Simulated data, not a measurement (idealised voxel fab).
Presented below is a process module, voxel wiring stack.
240 nm wide, 5 nm square cells: that's cross-section cut.
In this document a cross-section is written as a grid of square cells. It is given as a series of bands, listed from the top down, and a band is one or more rows of cells. Quick guide to a band line: top height, bottom height (nm) up front; then every material left to right with its width in nm. Only one material and it's marked "full width"? Then it fills the band edge to edge. And "air" just means empty space. Heights are reckoned from 0. Under this level, the received wafer is all of one material. The bottommost band is open-ended downward, for example "0..down". You'd read "30 to 40" like this: the band's top row of cells is as wide as the first number, its bottom row is as wide as the second, and going down, every row changes width by the same amount as the row before did. "no change occurred" means the step left every cell of the cross-section as it was. So "Closed cavities" is basically the list of trapped voids: any empty space of 8 cells or more that can't reach the top through an opening. They're written width x height at distance, the distance being from the left edge, and it's all nm. If you see something after the settings on a step's line, that's the simulator's own remark about that step. "overlay nm" answers the question of how far to the right of plan the mask lay on a step that has a mask, and when it is negative the answer is to the left.

List of planned process steps
1: RECEIVE, material Si
2: CONFORMAL_DEP, material SiO2, thk nm 15
3: CONFORMAL_DEP, material SiN, thk nm 5
4: DIRECTIONAL_DEP, material lowk, thk nm 20
5: PATTERN, tone open, mask id METAL_1, material resist, width nm 30, pitch nm 45, thk nm 15, overlay nm -15
6: DIRECTIONAL_ETCH, etch materials lowk, depth nm 20
7: DIRECTIONAL_ETCH, etch materials SiN, depth nm 5
8: STRIP, etch materials resist
9: CONFORMAL_DEP, material TiN, thk nm 5
10: FILL_DEP, material Cu, thk nm 5
11: CMP, height nm 40
12: CONFORMAL_DEP, material SiCN, thk nm 5
13: DIRECTIONAL_DEP, material lowk, thk nm 20
14: MASKED_ETCH, tone open, mask id PLUG_1, width nm 15, pitch nm 45, etch materials lowk, depth nm 20, overlay nm 0
15: MASKED_ETCH, tone open, mask id PLUG_1, width nm 15, pitch nm 45, etch materials SiCN, depth nm 5, overlay nm 0
16: CONFORMAL_DEP, material TiN, thk nm 5
17: FILL_DEP, material Cu, thk nm 5
18: CMP, height nm 65
19: CONFORMAL_DEP, material SiCN, thk nm 5
20: DIRECTIONAL_DEP, material lowk, thk nm 20
21: DIRECTIONAL_DEP, material aC, thk nm 15
22: PATTERN, tone open, mask id METAL_2, material resist, width nm 30, pitch nm 45, thk nm 35, overlay nm 0
23: DIRECTIONAL_ETCH, etch materials aC, depth nm 15
24: STRIP, etch materials resist
25: DIRECTIONAL_ETCH, etch materials lowk, depth nm 20
26: DIRECTIONAL_ETCH, etch materials SiCN, depth nm 5
27: STRIP, etch materials aC
28: CONFORMAL_DEP, material TiN, thk nm 5
29: FILL_DEP, material W, thk nm 5
30: CMP, height nm 90
31: EPI, material Ru, thk nm 5
32: FILL_DEP, material SiCN, thk nm 5
33: DIRECTIONAL_DEP, material lowk, thk nm 35
34: PATTERN, tone open, mask id METAL_3, material resist, width nm 30, pitch nm 45, thk nm 20, overlay nm 0
35: DIRECTIONAL_ETCH, etch materials lowk, depth nm 20
36: STRIP, etch materials resist
37: MASKED_ETCH, tone open, mask id METAL_3_HOLES, width nm 15, pitch nm 45, etch materials lowk, depth nm 15, overlay nm 0
38: MASKED_ETCH, tone open, mask id METAL_3_HOLES, width nm 15, pitch nm 45, etch materials SiCN, depth nm 5, overlay nm 0
39: CONFORMAL_DEP, material TiN, thk nm 5
40: FILL_DEP, material Cu, thk nm 5
41: CMP, height nm 135
42: CONFORMAL_DEP, material SiCN, thk nm 5
For clarity, it should be stated that the wafers under discussion commence in an identical condition and differ with respect to the overlay nm of step 5, the plan indicating the value that the first wafer had.

The first of several wafers in cross-section, exactly as it reached us after step 1
  0..down = Si full width
  Closed cavities: none

Cross-section after step 42, the final step of the module, for the first of several wafers
  140..135 = SiCN full width
  135..120 = lowk: 35, TiN: 5, Cu: 20, TiN: 5, lowk: 15, TiN: 5, Cu: 20, TiN: 5, lowk: 15, TiN: 5, Cu: 20, TiN: 5, lowk: 15, TiN: 5, Cu: 20, TiN: 5, lowk: 40
  120..115 = lowk: 35, TiN: 5, Cu: 5, TiN: 20, lowk: 15, TiN: 5, Cu: 5, TiN: 20, lowk: 15, TiN: 5, Cu: 5, TiN: 20, lowk: 15, TiN: 5, Cu: 5, TiN: 20, lowk: 40
  115..100 = lowk: 35, TiN: 5, Cu: 5, TiN: 5, lowk: 30, TiN: 5, Cu: 5, TiN: 5, lowk: 30, TiN: 5, Cu: 5, TiN: 5, lowk: 30, TiN: 5, Cu: 5, TiN: 5, lowk: 55
  100..95 = SiCN: 35, TiN: 15, SiCN: 30, TiN: 15, SiCN: 30, TiN: 15, SiCN: 30, TiN: 15, SiCN: 55
  95..90 = SiCN: 30, Ru: 40, SiCN: 5, Ru: 40, SiCN: 5, Ru: 40, SiCN: 5, Ru: 40, SiCN: 35
  90..70 = lowk: 35, TiN: 5, W: 20, TiN: 5, lowk: 15, TiN: 5, W: 20, TiN: 5, lowk: 15, TiN: 5, W: 20, TiN: 5, lowk: 15, TiN: 5, W: 20, TiN: 5, lowk: 40
  70..65 = SiCN: 35, TiN: 30, SiCN: 15, TiN: 30, SiCN: 15, TiN: 30, SiCN: 15, TiN: 30, SiCN: 40
  65..45 = lowk: 35, TiN: 5, Cu: 5, TiN: 5, lowk: 30, TiN: 5, Cu: 5, TiN: 5, lowk: 30, TiN: 5, Cu: 5, TiN: 5, lowk: 30, TiN: 5, Cu: 5, TiN: 5, lowk: 55
  45..40 = SiCN: 35, TiN: 15, SiCN: 30, TiN: 15, SiCN: 30, TiN: 15, SiCN: 30, TiN: 15, SiCN: 55
  40..20 = lowk: 20, TiN: 5, Cu: 20, TiN: 5, lowk: 15, TiN: 5, Cu: 20, TiN: 5, lowk: 15, TiN: 5, Cu: 20, TiN: 5, lowk: 15, TiN: 5, Cu: 20, TiN: 5, lowk: 55
  20..15 = SiN: 20, TiN: 30, SiN: 15, TiN: 30, SiN: 15, TiN: 30, SiN: 15, TiN: 30, SiN: 55
  15..0 = SiO2 full width
  0..down = Si full width
  Closed cavities: none

Here we cross-sectioned the last of the wafers once the module was done
  140..135 = SiCN full width
  135..120 = lowk: 35, TiN: 5, Cu: 20, TiN: 5, lowk: 15, TiN: 5, Cu: 20, TiN: 5, lowk: 15, TiN: 5, Cu: 20, TiN: 5, lowk: 15, TiN: 5, Cu: 20, TiN: 5, lowk: 40
  120..115 = lowk: 35, TiN: 5, Cu: 5, TiN: 20, lowk: 15, TiN: 5, Cu: 5, TiN: 20, lowk: 15, TiN: 5, Cu: 5, TiN: 20, lowk: 15, TiN: 5, Cu: 5, TiN: 20, lowk: 40
  115..100 = lowk: 35, TiN: 5, Cu: 5, TiN: 5, lowk: 30, TiN: 5, Cu: 5, TiN: 5, lowk: 30, TiN: 5, Cu: 5, TiN: 5, lowk: 30, TiN: 5, Cu: 5, TiN: 5, lowk: 55
  100..95 = SiCN: 35, TiN: 15, SiCN: 30, TiN: 15, SiCN: 30, TiN: 15, SiCN: 30, TiN: 15, SiCN: 55
  95..90 = SiCN: 30, Ru: 40, SiCN: 5, Ru: 40, SiCN: 5, Ru: 40, SiCN: 5, Ru: 40, SiCN: 35
  90..70 = lowk: 35, TiN: 5, W: 20, TiN: 5, lowk: 15, TiN: 5, W: 20, TiN: 5, lowk: 15, TiN: 5, W: 20, TiN: 5, lowk: 15, TiN: 5, W: 20, TiN: 5, lowk: 40
  70..65 = SiCN: 35, TiN: 30, SiCN: 15, TiN: 30, SiCN: 15, TiN: 30, SiCN: 15, TiN: 30, SiCN: 40
  65..45 = lowk: 35, TiN: 5, Cu: 5, TiN: 5, lowk: 30, TiN: 5, Cu: 5, TiN: 5, lowk: 30, TiN: 5, Cu: 5, TiN: 5, lowk: 30, TiN: 5, Cu: 5, TiN: 5, lowk: 55
  45..40 = SiCN: 35, TiN: 15, SiCN: 30, TiN: 15, SiCN: 30, TiN: 15, SiCN: 30, TiN: 15, SiCN: 55
  40..20 = lowk: 50, TiN: 5, Cu: 20, TiN: 5, lowk: 15, TiN: 5, Cu: 20, TiN: 5, lowk: 15, TiN: 5, Cu: 20, TiN: 5, lowk: 15, TiN: 5, Cu: 20, TiN: 5, lowk: 25
  20..15 = SiN: 50, TiN: 30, SiN: 15, TiN: 30, SiN: 15, TiN: 30, SiN: 15, TiN: 30, SiN: 25
  15..0 = SiO2 full width
  0..down = Si full width
  Closed cavities: none

End of module, by wafer: material-by-material cell gain (+) or loss (-) since receipt, then closed voids
overlay nm -15 | +144 Cu | +32 Ru | +160 SiCN | +24 SiN | +144 SiO2 | +236 TiN | +64 W | +540 lowk | Closed cavities: none
overlay nm -10 | +144 Cu | +32 Ru | +160 SiCN | +24 SiN | +144 SiO2 | +236 TiN | +64 W | +540 lowk | Closed cavities: none
overlay nm -5 | +144 Cu | +32 Ru | +160 SiCN | +24 SiN | +144 SiO2 | +236 TiN | +64 W | +540 lowk | Closed cavities: none
overlay nm 0 | +144 Cu | +32 Ru | +160 SiCN | +24 SiN | +144 SiO2 | +236 TiN | +64 W | +540 lowk | Closed cavities: none
overlay nm 5 | +144 Cu | +32 Ru | +160 SiCN | +24 SiN | +144 SiO2 | +236 TiN | +64 W | +540 lowk | Closed cavities: none
overlay nm 10 | +144 Cu | +32 Ru | +160 SiCN | +24 SiN | +144 SiO2 | +236 TiN | +64 W | +540 lowk | Closed cavities: none
overlay nm 15 | +144 Cu | +32 Ru | +160 SiCN | +24 SiN | +144 SiO2 | +236 TiN | +64 W | +540 lowk | Closed cavities: none
